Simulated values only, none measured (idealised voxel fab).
Process module, titled voxel self aligned vias
Square cells of 5 nm make up the cross-section cut, whose width is 255 nm.
Throughout this document, each cross-section is represented as a grid of square cells and is presented as a sequence of bands enumerated from the top downward, where a band comprises one or more rows of cells.
For a band, the entry starts with two heights in nm, that of the top and then that of the bottom, and carries on with the band's materials in order from left to right, each alongside its width in nm; the word "everywhere" beside a single material means it fills the band edge to edge, and "empty" means empty space.
Ref level 0: as-received wafer is one material below here. Bottom band extends down with no lower bound ("0 -> down").
Top row gets the first number, bottom row gets the second, and each row in between changes by the same step: that is how a band width like "30->40" works.
The designation "same as before", where it is given for a processing step, indicates that no cell of the cross-section was altered in the course of that step.
Heads up: "Entrapped voids" only lists the empty pockets with no open path to the top that are 8 cells or more, and it writes them as width x height at distance, distance from the left edge, in nm.
It should be noted that, on the line of a given step, the content following the step's settings is a remark produced by the simulator itself with respect to that step.
"overlay nm" denotes, for a step that has a mask, the displacement of the mask to the right of its planned place, with negative values corresponding to the left.

### Steps planned for the process
1. RECEIVE | material Si
2. CONFORMAL_DEP | material SiO2 | thk nm 15
3. CONFORMAL_DEP | material SiCN | thk nm 5
4. DIRECTIONAL_DEP | material SiO2 | thk nm 30
5. MASKED_ETCH | tone open | mask id LINES | width nm 25 | pitch nm 65 | etch materials SiO2 | depth nm 30 | overlay nm -15
6. CONFORMAL_DEP | material TiN | thk nm 5
7. FILL_DEP | material W | thk nm 5
8. CMP | height nm 50
9. SELECTIVE_ETCH | etch materials W Ru TiN | depth nm 5
10. FILL_DEP | material SiN | thk nm 10
11. CMP | height nm 50
12. DIRECTIONAL_DEP | material SiO2 | thk nm 20
13. MASKED_ETCH | tone open | mask id VIAS | width nm 45 | pitch nm 65 | etch materials SiO2 | depth nm 20 | overlay nm 0
14. MASKED_ETCH | tone open | mask id VIAS | width nm 45 | pitch nm 65 | etch materials SiN | depth nm 5 | overlay nm 0
15. CONFORMAL_DEP | material TiN | thk nm 5
16. FILL_DEP | material Cu | thk nm 5
17. CMP | height nm 70
18. CONFORMAL_DEP | material SiCN | thk nm 5
For clarity, it should be stated that the wafers under discussion commence in an identical condition and differ with respect to the overlay nm of step 5, the plan indicating the value that the first wafer had.

### After step 1, as received: first of several wafers, cross-section
> 0 -> down = Si everywhere
> Entrapped voids: none

### Rows = wafers. At module end, each row lists per material the cells gained (+) or lost (-) since the wafer was received, then the closed voids
overlay nm -15; +69 Cu; +102 SiCN; +3 SiN; +465 SiO2; +90 TiN; +36 W; Entrapped voids: none
overlay nm -10; +72 Cu; +102 SiCN; +465 SiO2; +90 TiN; +36 W; Entrapped voids: none
overlay nm -5; +72 Cu; +102 SiCN; +465 SiO2; +90 TiN; +36 W; Entrapped voids: none
overlay nm 0; +72 Cu; +102 SiCN; +465 SiO2; +90 TiN; +36 W; Entrapped voids: none
overlay nm 5; +72 Cu; +102 SiCN; +465 SiO2; +90 TiN; +36 W; Entrapped voids: none
overlay nm 10; +72 Cu; +102 SiCN; +465 SiO2; +90 TiN; +36 W; Entrapped voids: none
overlay nm 15; +69 Cu; +102 SiCN; +3 SiN; +465 SiO2; +90 TiN; +36 W; Entrapped voids: none
